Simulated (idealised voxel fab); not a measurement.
process module | voxel spacer lines
cross-section cut | 240 nm wide | cells 5 nm
A cross-section is a grid of square cells, given in bands from the top down. A band is one or more rows of cells.
Each band's line starts with the height of the band's top and of its bottom, in nm. Then come its materials from left to right, each with its width in nm. One material with "throughout" fills the band from edge to edge. "air" is empty space.
Height 0 is the level under which the wafer as received is all one material. The lowest band goes on downwards, as in "0 down".
A width such as "30 to 40" changes by the same amount from each row of cells to the next, from the band's top row to its bottom row.
"no change" after a step means that no cell of the cross-section changed.
closed voids: empty space of 8 cells or more with no open way to the top, each as width x height at its distance from the left edge, in nm
after a step's settings: what the simulator itself notes on the step
overlay nm, on a step with a mask: how far to the right of its planned place the mask lay; to the left if negative
plan
1 op RECEIVE | material Si
2 op CONFORMAL_DEP | material Al2O3 | thk nm 10
3 op DIRECTIONAL_DEP | material polySi | thk nm 20
4 op DIRECTIONAL_DEP | material aC | thk nm 30
5 op PATTERN | tone cover | mask id MANDREL | material resist | width nm 20 | pitch nm 60 | thk nm 40 | overlay nm 0
6 op DIRECTIONAL_ETCH | etch materials aC | depth nm 30
7 op STRIP | etch materials resist
8 op CONFORMAL_DEP | material SiO2 | thk nm 10
9 op DIRECTIONAL_ETCH | etch materials SiO2 | depth nm 10
10 op STRIP | etch materials aC
11 op DIRECTIONAL_ETCH | etch materials polySi | depth nm 20
12 op STRIP | etch materials SiO2
as received, after step 1
  0 down: Si throughout
  closed voids: none
a wafer at the end: this start, this plan, one mistake
  20 to 0: air 40 | polySi 10 | air 20 | polySi 10 | air 20 | polySi 10 | air 20 | polySi 10 | air 20 | polySi 10 | air 20 | polySi 10 | air 40
  0 down: Si throughout
  closed voids: none
what went wrong: step 2 was left out
